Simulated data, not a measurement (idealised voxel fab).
The process module that follows is named voxel double patterning.
Cross-section cut spans 255 nm and uses square cells 5 nm in size.
A cross-section is a grid of square cells, given in bands from the top down. A band is one or more rows of cells. The band entry comprises the height of the band's top followed by the height of its bottom, expressed in nm, and subsequently the band's materials from left to right, each stated together with its width in nm. Where a single material is marked with the word "edge to edge", that material fills the band from edge to edge. The word "blank" represents empty space. All heights in this document are referenced to 0, defined as the level beneath which the wafer, as received, consists entirely of one material. The lowest band is not bounded below; it extends indefinitely downward and is written in the form "0 -> down". It should be noted that a width expressed as "30->40" varies in equal increments from row to row of cells within the band, taking the value of the first number at the top row and that of the second number at the bottom row. For the purposes of this document, the phrase "remained unchanged" attached to a step denotes that no cell within the cross-section was modified by that step. Entry "Fully enclosed voids" = empty spaces >= 8 cells with no open way to the top; each as width x height at distance, distance from left edge, all nm. Anything after a step's settings on that line? It's the simulator's own note about the step. overlay nm: step with mask; distance mask lay right of planned place; negative value = left of planned place.
Here's what the planned process steps look like:
1) RECEIVE | material Si
2) CONFORMAL_DEP | material SiO2 | thk nm 10
3) DIRECTIONAL_DEP | material polySi | thk nm 15
4) DIRECTIONAL_DEP | material SiCN | thk nm 5
5) PATTERN | tone open | mask id FIRST | material resist | width nm 15 | pitch nm 50 | thk nm 15 | overlay nm 0
6) DIRECTIONAL_ETCH | etch materials SiCN | depth nm 5
7) STRIP | etch materials resist
8) MASKED_ETCH | tone open | mask id SECOND | width nm 15 | etch materials SiCN | depth nm 5 | overlay nm -15
9) DIRECTIONAL_ETCH | etch materials polySi | depth nm 15
10) STRIP | etch materials SiCN
The wafers are alike at the start. At step 8, their overlay nm differs. The plan lists the first wafer's value.
As received, i.e. after step 1: cross-section through the first of several wafers:
    0 -> down | Si edge to edge
    Fully enclosed voids: none
Cross-section after step 10, the final step of the module, for the first of several wafers:
    25 -> 10 | 95 of polySi, then 25 of blank, then 25 of polySi, then 15 of blank, then 95 of polySi
    10 -> 0 | SiO2 edge to edge
    0 -> down | Si edge to edge
    Fully enclosed voids: none
The final wafer, sectioned at module end:
    25 -> 10 | 95 of polySi, then 15 of blank, then 25 of polySi, then 25 of blank, then 95 of polySi
    10 -> 0 | SiO2 edge to edge
    0 -> down | Si edge to edge
    Fully enclosed voids: none
Per wafer, end of module: cells gained (+) or lost (-) per material since receipt, then closed voids:
overlay nm -15, +102 SiO2, +129 polySi, Fully enclosed voids: none
overlay nm -10, +102 SiO2, +126 polySi, Fully enclosed voids: none
overlay nm -5, +102 SiO2, +126 polySi, Fully enclosed voids: none
overlay nm 0, +102 SiO2, +126 polySi, Fully enclosed voids: none
overlay nm 5, +102 SiO2, +126 polySi, Fully enclosed voids: none
overlay nm 10, +102 SiO2, +126 polySi, Fully enclosed voids: none
overlay nm 15, +102 SiO2, +129 polySi, Fully enclosed voids: none
